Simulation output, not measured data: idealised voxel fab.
This is a process module. Its name is voxel ribs on slabs.
Section shown: cut. Width: 220 nm. Cell size: 5 nm, square.
Notation: cross-section as square-cell grid; stated in bands, top first, going down; one or more cell rows per band.
Within each band entry, the heights of the top and of the bottom of the band appear first, in that order and in nm; the materials of the band then follow from left to right, each with its corresponding width in nm. The designation "all across" on a single material indicates that it fills the band from edge to edge; the designation "blank" indicates empty space.
It should be noted that heights are counted from 0, beneath which the wafer as supplied is of one material throughout, and that the lowest band possesses no lower boundary but continues downward, as written in "from 0 down".
A two-number width, for instance "30..40", indicates that the width is equal to the first number in the top row of the band and to the second number in the bottom row, and that it changes by a constant amount per row of cells.
Key: "changes: none" - step with no changed cell in the cross-section.
"Fully enclosed voids" specifies each empty space that is not open to the top and that occupies no fewer than 8 cells, using the form width x height at distance, the distance measured from the left edge and all three quantities in nm.
Heads up: the bit after the settings on a step's line is the simulator's remark on that step.
Among the settings permitted on a step's line is "overlay nm"; applied to a step with a mask, it specifies the extent to which the mask lay to the right of its planned position, whereas a negative figure signifies a position to the left.

THE STEPS PLANNED FOR THE PROCESS ARE AS FOLLOWS
1,RECEIVE with material Si
2,DIRECTIONAL_DEP with material SiO2, thk nm 30
3,DIRECTIONAL_DEP with material polySi, thk nm 15
4,MASKED_ETCH with tone cover, mask id RIB, width nm 15, etch materials polySi, depth nm 10, overlay nm 0
5,MASKED_ETCH with tone cover, mask id SLAB, width nm 65, etch materials polySi, depth nm 5, overlay nm 0
6,FILL_DEP with material SiO2, thk nm 25
7,CMP with height nm 65
8,DIRECTIONAL_DEP with material TiN, thk nm 10
9,PATTERN with tone cover, mask id HEATER, material resist, width nm 25, thk nm 20, overlay nm 0
10,DIRECTIONAL_ETCH with etch materials TiN, depth nm 10
11,STRIP with etch materials resist
12,CONFORMAL_DEP with material SiO2, thk nm 5

THE FIRST OF THE TWO WAFERS, WHICH RAN AS PLANNED

AS RECEIVED, AFTER STEP 1
> from 0 down: Si all across
> Fully enclosed voids: none

AFTER STEP 2, IN CROSS-SECTION
> from 30 to 0: SiO2 all across
> Everything below 0 is unchanged.

AFTER STEP 3, IN CROSS-SECTION
> from 45 to 30: polySi all across
> Everything below 30 is unchanged.

AFTER STEP 4, IN CROSS-SECTION
> from 45 to 35: blank=100 | polySi=15 | blank=105
> Everything below 35 is unchanged.

AFTER STEP 5, IN CROSS-SECTION
> from 45 to 35: blank=100 | polySi=15 | blank=105
> from 35 to 30: blank=75 | polySi=65 | blank=80
> Everything below 30 is unchanged.

AFTER STEP 6, IN CROSS-SECTION
> from 70 to 45: SiO2 all across
> from 45 to 35: SiO2=100 | polySi=15 | SiO2=105
> from 35 to 30: SiO2=75 | polySi=65 | SiO2=80
> Everything below 30 is unchanged.

AFTER STEP 7, IN CROSS-SECTION
> from 65 to 45: SiO2 all across
> Everything below 45 is unchanged.

AFTER STEP 8, IN CROSS-SECTION
> from 75 to 65: TiN all across
> Everything below 65 is unchanged.

AFTER STEP 9, IN CROSS-SECTION
> from 95 to 75: blank=95 | resist=25 | blank=100
> Everything below 75 is unchanged.

AFTER STEP 10, IN CROSS-SECTION
> from 95 to 75: blank=95 | resist=25 | blank=100
> from 75 to 65: blank=95 | TiN=25 | blank=100
> Everything below 65 is unchanged.

AFTER STEP 11, IN CROSS-SECTION
> from 75 to 65: blank=95 | TiN=25 | blank=100
> Everything below 65 is unchanged.

AFTER STEP 12, IN CROSS-SECTION
> from 80 to 75: blank=90 | SiO2=35 | blank=95
> from 75 to 70: blank=90 | SiO2=5 | TiN=25 | SiO2=5 | blank=95
> from 70 to 65: SiO2=95 | TiN=25 | SiO2=100
> Everything below 65 is unchanged.

OKAY, SECOND WAFER. NOTHING DIFFERENT AT THE START, NOTHING DIFFERENT IN THE PLAN, JUST ONE MISTAKE SOMEWHERE IN THE RUNNING. AS FAR AS STEP 1, COUNTING THAT STEP, IT'S THE FIRST WAFER ALL OVER AGAIN

CROSS-SECTION OF THE SECOND WAFER CORRESPONDING TO THE PLANNED CONCLUSION OF STEP 2
> from 15 to 0: polySi all across
> Everything below 0 is unchanged.

CROSS-SECTION OF THE SECOND WAFER CORRESPONDING TO THE PLANNED CONCLUSION OF STEP 3
> from 45 to 15: SiO2 all across
> Everything below 15 is unchanged.

Cross-section of the second wafer corresponding to the planned conclusion of step 4: changes: none

Cross-section of the second wafer corresponding to the planned conclusion of step 5: changes: none

CROSS-SECTION OF THE SECOND WAFER CORRESPONDING TO THE PLANNED CONCLUSION OF STEP 6
> from 70 to 15: SiO2 all across
> Everything below 15 is unchanged.

CROSS-SECTION OF THE SECOND WAFER CORRESPONDING TO THE PLANNED CONCLUSION OF STEP 7
> from 65 to 15: SiO2 all across
> Everything below 15 is unchanged.

CROSS-SECTION OF THE SECOND WAFER CORRESPONDING TO THE PLANNED CONCLUSION OF STEP 8
> from 75 to 65: TiN all across
> Everything below 65 is unchanged.

CROSS-SECTION OF THE SECOND WAFER CORRESPONDING TO THE PLANNED CONCLUSION OF STEP 9
> from 95 to 75: blank=95 | resist=25 | blank=100
> Everything below 75 is unchanged.

CROSS-SECTION OF THE SECOND WAFER CORRESPONDING TO THE PLANNED CONCLUSION OF STEP 10
> from 95 to 75: blank=95 | resist=25 | blank=100
> from 75 to 65: blank=95 | TiN=25 | blank=100
> Everything below 65 is unchanged.

CROSS-SECTION OF THE SECOND WAFER CORRESPONDING TO THE PLANNED CONCLUSION OF STEP 11
> from 75 to 65: blank=95 | TiN=25 | blank=100
> Everything below 65 is unchanged.

CROSS-SECTION OF THE SECOND WAFER CORRESPONDING TO THE PLANNED CONCLUSION OF STEP 12
> from 80 to 75: blank=90 | SiO2=35 | blank=95
> from 75 to 70: blank=90 | SiO2=5 | TiN=25 | SiO2=5 | blank=95
> from 70 to 65: SiO2=95 | TiN=25 | SiO2=100
> Everything below 65 is unchanged.
Where did the run depart from the plan? transposition of steps 2 and 3 relative to the planned sequence
Bottom line after processing is that, in cells, the second wafer is up or down on some materials versus the first: SiO2: 113 fewer | polySi: 113 more
